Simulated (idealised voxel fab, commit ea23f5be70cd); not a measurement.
Documented hereafter: the process module known as voxel transistor to metal.
The figure presents cross-section cut, which has a width of 205 nm and is divided into square cells with an edge length of 5 nm.
The cross-sections in this document take the form of a grid made of square cells. They are written out as bands, in order from top to bottom. Each band consists of one or more rows of cells.
It is stipulated that each band's entry specify, in nanometres, the height of the top of the band and then that of its bottom, followed by the materials of the band in left-to-right sequence, each together with its width in nanometres. A single material marked by the word "edge to edge" is understood to fill the band from edge to edge; the word "blank" is understood to denote empty space.
For the purposes of this specification, 0 denotes the height below which the wafer in its as-received condition is composed wholly of one material, and the lowermost band, lacking a lower limit, extends downward without end, as expressed in "top 0, no bottom".
Per-row width for "30 to 40": begins at first number (top row of band), ends at second number (bottom row), increment between rows held constant.
Take "stayed the same" at face value: in the step it is given for, the cross-section changed in none of its cells.
Empty spaces without an open route to the top, at least 8 cells in extent, make up the entry "Enclosed cavity list"; each is given as width x height at distance, where the distance is measured from the left edge, and all are in nm.
Past the settings on a step's line: simulator remark, on that step.
overlay nm: on a step with a mask, how far right of its planned place the mask lay; negative means left.

## Steps planned for the process
step 1: RECEIVE: material Si
step 2: CONFORMAL_DEP: material SiO2, thk nm 5
step 3: CONFORMAL_DEP: material SiN, thk nm 15
step 4: DIRECTIONAL_DEP: material aC, thk nm 15
step 5: PATTERN: tone cover, mask id ACTIVE, material resist, width nm 105, thk nm 30, overlay nm 0
step 6: DIRECTIONAL_ETCH: etch materials aC, depth nm 15
step 7: STRIP: etch materials resist
step 8: DIRECTIONAL_ETCH: etch materials SiN, depth nm 15
step 9: DIRECTIONAL_ETCH: etch materials SiO2, depth nm 5
step 10: DIRECTIONAL_ETCH: etch materials Si, depth nm 35
step 11: STRIP: etch materials aC
step 12: FILL_DEP: material SiO2, thk nm 15
step 13: CMP: height nm 20
step 14: SELECTIVE_ETCH: etch materials SiO2, depth nm 15
step 15: STRIP: etch materials SiN
step 16: SELECTIVE_ETCH: etch materials SiO2, depth nm 5
step 17: OXIDIZE: depth nm 5
step 18: DIRECTIONAL_DEP: material polySi, thk nm 20
step 19: DIRECTIONAL_DEP: material SiCN, thk nm 10
step 20: MASKED_ETCH: tone cover, mask id GATE, width nm 25, etch materials SiCN, depth nm 20, overlay nm 0
step 21: MASKED_ETCH: tone cover, mask id GATE, width nm 25, etch materials polySi, depth nm 30, overlay nm 0
step 22: CONFORMAL_DEP: material SiO2, thk nm 5
step 23: DIRECTIONAL_ETCH: etch materials SiO2, depth nm 5
step 24: CONFORMAL_DEP: material SiN, thk nm 10
step 25: DIRECTIONAL_ETCH: etch materials SiN, depth nm 10
step 26: DIRECTIONAL_ETCH: etch materials SiO2, depth nm 5
step 27: DIRECTIONAL_ETCH: etch materials Si, depth nm 15
step 28: EPI: material nSi, thk nm 15
step 29: FILL_DEP: material SiO2, thk nm 5
step 30: CMP: height nm 30
step 31: DIRECTIONAL_DEP: material SiO2, thk nm 15
step 32: PATTERN: tone open, mask id CONTACT, material resist, width nm 25, pitch nm 60, thk nm 20, overlay nm 0
step 33: DIRECTIONAL_ETCH: etch materials SiO2, depth nm 35
step 34: STRIP: etch materials resist
step 35: CONFORMAL_DEP: material TiN, thk nm 5
step 36: FILL_DEP: material Ru, thk nm 5
step 37: CMP: height nm 45
step 38: DIRECTIONAL_DEP: material TiN, thk nm 5
step 39: DIRECTIONAL_DEP: material Ru, thk nm 20
step 40: PATTERN: tone cover, mask id METAL_1, material resist, width nm 15, pitch nm 70, thk nm 20, overlay nm 0
step 41: DIRECTIONAL_ETCH: etch materials Ru, depth nm 20
step 42: DIRECTIONAL_ETCH: etch materials TiN, depth nm 5
step 43: STRIP: etch materials resist
step 44: CONFORMAL_DEP: material SiN, thk nm 5
step 45: FILL_DEP: material SiO2, thk nm 5
step 46: CMP: height nm 70
step 47: CONFORMAL_DEP: material SiN, thk nm 5

## Incoming wafer, cross-sectional view, post step 1
- top 0, no bottom  Si edge to edge
- Enclosed cavity list: none

## The module was run from the start shown above using the plan shown above, but one mistake was made doing it; the resulting wafer cross-section is below
- top 75, bottom 70  SiN edge to edge
- top 70, bottom 50  55 nm SiO2 | 5 nm SiN | 15 nm Ru | 5 nm SiN | 45 nm SiO2 | 5 nm SiN | 15 nm Ru | 5 nm SiN | 55 nm SiO2
- top 50, bottom 45  60 nm SiN | 15 nm TiN | 55 nm SiN | 15 nm TiN | 60 nm SiN
- top 45, bottom 35  50 nm SiO2 | 5 nm TiN | 15 nm Ru | 5 nm TiN | 35 nm SiO2 | 5 nm TiN | 15 nm Ru | 5 nm TiN | 70 nm SiO2
- top 35, bottom 30  50 nm SiO2 | 5 nm TiN | 15 nm Ru | 5 nm TiN | 35 nm SiO2 | 25 nm TiN | 70 nm SiO2
- top 30, bottom 20  50 nm SiO2 | 5 nm TiN | 15 nm Ru | 5 nm TiN | 10 nm SiN | 5 nm SiO2 | 25 nm SiCN | 5 nm TiN | 10 nm SiN | 5 nm TiN | 70 nm SiO2
- top 20, bottom 15  50 nm SiO2 | 5 nm TiN | 15 nm Ru | 5 nm TiN | 10 nm SiN | 5 nm SiO2 | 25 nm polySi | 5 nm TiN | 10 nm SiN | 5 nm TiN | 70 nm SiO2
- top 15, bottom 10  50 nm SiO2 | 25 nm TiN | 10 nm SiN | 5 nm SiO2 | 25 nm polySi | 5 nm TiN | 10 nm SiN | 5 nm TiN | 70 nm SiO2
- top 10, bottom 0  60 nm SiO2 | 15 nm nSi | 10 nm SiN | 5 nm SiO2 | 25 nm polySi | 5 nm SiO2 | 10 nm SiN | 15 nm nSi | 60 nm SiO2
- top 0, bottom -5  60 nm SiO2 | 15 nm nSi | 55 nm SiO2 | 15 nm nSi | 60 nm SiO2
- top -5, bottom -20  50 nm SiO2 | 25 nm nSi | 55 nm Si | 25 nm nSi | 50 nm SiO2
- top -20, bottom -35  50 nm SiO2 | 105 nm Si | 50 nm SiO2
- top -35, no bottom  Si edge to edge
- Enclosed cavity list: none
The mistake made against the process plan was this: planned and actual differ for step 32; actual: PATTERN: tone open, mask id CONTACT, material resist, width nm 25, pitch nm 60, thk nm 20, overlay nm -10
